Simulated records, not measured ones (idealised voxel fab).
The name of this process module is voxel released beams.
We display cut, a cross-section 255 nm in width whose square cells are each 5 nm.
Bands, listed from the top down, are how a cross-section gets written in this document; the cross-section itself is a grid of square cells, and a band is one or more rows of them.
Heads up on the band format: heights come first, top then bottom, in nm. After that it's the materials left to right, each with its width in nm. A single material flagged "all across" fills the whole band edge to edge, and "empty" means there's empty space there.
Height is counted from the level 0, under which the received wafer is composed throughout of one material. The lowest of the bands is not closed at the bottom but continues downward, in the notation "from 0 down".
Top row gets the first number, bottom row gets the second, and each row in between changes by the same step: that is how a band width like "30->40" works.
It should be understood that the words "no change occurred", when stated for a given step, signify that the cross-section underwent no change in any of its cells during that step.
Empty spaces counting at least 8 cells and having no open way to the top are listed in "Closed-off voids". The notation width x height at distance is used for each, the distance being from the left edge and all three values in nm.
Post-settings text on a step line: simulator's own remark regarding the step.
overlay nm: on a step with a mask, how far right of its planned place the mask lay; negative means left.

# Steps planned for the process
- 1: RECEIVE | material Si
- 2: CONFORMAL_DEP | material Al2O3 | thk nm 5
- 3: DIRECTIONAL_DEP | material SiO2 | thk nm 20
- 4: PATTERN | tone open | mask id ANCHOR | material resist | width nm 35 | thk nm 20 | overlay nm 0
- 5: DIRECTIONAL_ETCH | etch materials SiO2 | depth nm 20
- 6: STRIP | etch materials resist
- 7: CONFORMAL_DEP | material SiN | thk nm 15
- 8: MASKED_ETCH | tone cover | mask id BEAM | width nm 120 | etch materials SiN | depth nm 15 | overlay nm 0
- 9: STRIP | etch materials SiO2

# Wafer cross-section on receipt, i.e. after step 1
	from 0 down  Si all across
	Closed-off voids: none

# As-planned run: cross-section of the first of two wafers at end of module
	from 40 to 25  65 of empty; 20 of SiN; 5 of empty; 95 of SiN; 70 of empty
	from 25 to 20  70 of empty; 15 of SiN; 5 of empty; 15 of SiN; 150 of empty
	from 20 to 5  70 of empty; 35 of SiN; 150 of empty
	from 5 to 0  Al2O3 all across
	from 0 down  Si all across
	Closed-off voids: none

# Here is the second of the two wafers cut open at the end of the module - same start, same plan as the first one, but we made one mistake running it
	from 40 to 25  65 of empty; 15 of SiN; 5 of empty; 100 of SiN; 70 of empty
	from 25 to 20  65 of empty; 15 of SiN; 5 of empty; 15 of SiN; 155 of empty
	from 20 to 5  65 of empty; 35 of SiN; 155 of empty
	from 5 to 0  Al2O3 all across
	from 0 down  Si all across
	Closed-off voids: none
Finding, execution versus plan: step 4, actual vs plan mismatch, actual run PATTERN | tone open | mask id ANCHOR | material resist | width nm 35 | thk nm 20 | overlay nm -5
End check, second vs first wafer: material counts in cells match, positions do not.
